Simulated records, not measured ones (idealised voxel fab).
This section sets out a process module, namely voxel capacitor over wiring.
The cross-section shown here is cut; it is 230 nm wide and divided into square cells measuring 5 nm on a side.
In what follows, cross-sections appear as grids of square cells, described through bands that run from the top down, where every band is one or more rows of cells. Heights first: top, then bottom, in nm. Then materials, left to right, each with a width in nm. "throughout" on a single material: fills the band edge to edge. "empty": empty space. Height reference: 0 = level under which incoming wafer is all one material. Lowest band: no bottom, runs on downward, e.g. "0 -> down". Quick explanation for "30 to 40": the width changes in equal steps down the rows of cells, from the first number in the band's top row to the second number in its bottom row. Reading "no alterations made" for a step: not a cell of the cross-section changed in it. Reported under the label "Closed void roster" are the empty spaces having no open way to the top and comprising 8 cells or more; the notation for each is width x height at distance, in which the distance is measured from the left edge and all three values are in nm. Whatever follows a step's settings on its line is a remark the simulator itself makes about that step. "overlay nm" on a masked step: distance the mask lay right of its planned place, negative for left.

Process steps - plan:
- 1: RECEIVE (material Si)
- 2: CONFORMAL_DEP (material SiO2; thk nm 10)
- 3: CONFORMAL_DEP (material SiCN; thk nm 5)
- 4: DIRECTIONAL_DEP (material SiO2; thk nm 20)
- 5: DIRECTIONAL_DEP (material aC; thk nm 10)
- 6: PATTERN (tone open; mask id METAL_1; material resist; width nm 25; pitch nm 95; thk nm 25; overlay nm 0)
- 7: DIRECTIONAL_ETCH (etch materials aC; depth nm 10)
- 8: STRIP (etch materials resist)
- 9: DIRECTIONAL_ETCH (etch materials SiO2; depth nm 20)
- 10: DIRECTIONAL_ETCH (etch materials SiCN; depth nm 5)
- 11: STRIP (etch materials aC)
- 12: CONFORMAL_DEP (material TiN; thk nm 5)
- 13: FILL_DEP (material Cu; thk nm 10)
- 14: CMP (height nm 35)
- 15: CONFORMAL_DEP (material SiCN; thk nm 5)
- 16: DIRECTIONAL_DEP (material SiO2; thk nm 10)
- 17: PATTERN (tone open; mask id PLUG_1; material resist; width nm 15; thk nm 15; overlay nm 0)
- 18: DIRECTIONAL_ETCH (etch materials SiO2; depth nm 10)
- 19: DIRECTIONAL_ETCH (etch materials SiCN; depth nm 5)
- 20: STRIP (etch materials resist)
- 21: CONFORMAL_DEP (material TiN; thk nm 5)
- 22: FILL_DEP (material Cu; thk nm 10)
- 23: CMP (height nm 50)
- 24: DIRECTIONAL_DEP (material TiN; thk nm 5)
- 25: DIRECTIONAL_DEP (material SiN; thk nm 5)
- 26: DIRECTIONAL_DEP (material TiN; thk nm 5)
- 27: MASKED_ETCH (tone cover; mask id UPPER_PLATE; width nm 75; etch materials TiN; depth nm 5; overlay nm 0)
- 28: MASKED_ETCH (tone cover; mask id UPPER_PLATE; width nm 75; etch materials SiN; depth nm 5; overlay nm 0)
- 29: DIRECTIONAL_DEP (material aC; thk nm 10)
- 30: PATTERN (tone cover; mask id LOWER_PLATE; material resist; width nm 85; thk nm 25; overlay nm 0)
- 31: DIRECTIONAL_ETCH (etch materials aC; depth nm 10)
- 32: STRIP (etch materials resist)
- 33: DIRECTIONAL_ETCH (etch materials TiN; depth nm 5)
- 34: STRIP (etch materials aC)
- 35: FILL_DEP (material SiO2; thk nm 15)
- 36: CMP (height nm 75)
- 37: DIRECTIONAL_DEP (material aC; thk nm 15)
- 38: PATTERN (tone open; mask id PLUG_2; material resist; width nm 15; thk nm 30; overlay nm 0)
- 39: DIRECTIONAL_ETCH (etch materials aC; depth nm 15)
- 40: STRIP (etch materials resist)
- 41: DIRECTIONAL_ETCH (etch materials SiO2; depth nm 10)
- 42: STRIP (etch materials aC)
- 43: CONFORMAL_DEP (material TiN; thk nm 5)
- 44: FILL_DEP (material W; thk nm 10)
- 45: CMP (height nm 75)
- 46: CONFORMAL_DEP (material SiN; thk nm 5)

Here's what the wafer looked like in cross-section when it arrived - that's after step 1:
0 -> down | Si throughout
Closed void roster: none

Cross-section taken at module completion on the first of two wafers; processed per the plan:
80 -> 75 | SiN throughout
75 -> 70 | SiO2: 75, TiN: 5, W: 5, TiN: 5, SiO2: 140
70 -> 60 | SiO2: 75 to 65, TiN: 15 to 75, SiO2: 140 to 90
60 -> 55 | SiO2: 65, SiN: 75, SiO2: 90
55 -> 50 | SiO2: 60, TiN: 85, SiO2: 85
50 -> 40 | SiO2: 65, TiN: 5, Cu: 5, TiN: 5, SiO2: 150
40 -> 35 | SiCN: 65, TiN: 15, SiCN: 150
35 -> 15 | SiO2: 55, TiN: 5, Cu: 15, TiN: 5, SiO2: 70, TiN: 5, Cu: 15, TiN: 5, SiO2: 55
15 -> 10 | SiCN: 55, TiN: 25, SiCN: 70, TiN: 25, SiCN: 55
10 -> 0 | SiO2 throughout
0 -> down | Si throughout
Closed void roster: none

Module end: cross-section of wafer two of two. Same start and process plan as the first wafer. One mistake during execution:
80 -> 75 | SiN throughout
75 -> 70 | W: 70, TiN: 5, SiO2: 15, TiN: 5, W: 135
70 -> 65 | TiN: 75, SiO2: 15, TiN: 140
65 -> 60 | SiO2: 65, TiN: 75, SiO2: 90
60 -> 55 | SiO2: 65, SiN: 75, SiO2: 90
55 -> 50 | SiO2: 60, TiN: 85, SiO2: 85
50 -> 40 | SiO2: 65, TiN: 5, Cu: 5, TiN: 5, SiO2: 150
40 -> 35 | SiCN: 65, TiN: 15, SiCN: 150
35 -> 15 | SiO2: 55, TiN: 5, Cu: 15, TiN: 5, SiO2: 70, TiN: 5, Cu: 15, TiN: 5, SiO2: 55
15 -> 10 | SiCN: 55, TiN: 25, SiCN: 70, TiN: 25, SiCN: 55
10 -> 0 | SiO2 throughout
0 -> down | Si throughout
Closed void roster: none
The plan and the run diverged here: step 38 went in with a setting other than planned; the actual run was PATTERN (tone cover; mask id PLUG_2; material resist; width nm 15; thk nm 30; overlay nm 0)
Final comparison by cell count, materials where the second wafer has more or fewer than the first: -80 SiO2; +40 TiN; +40 W
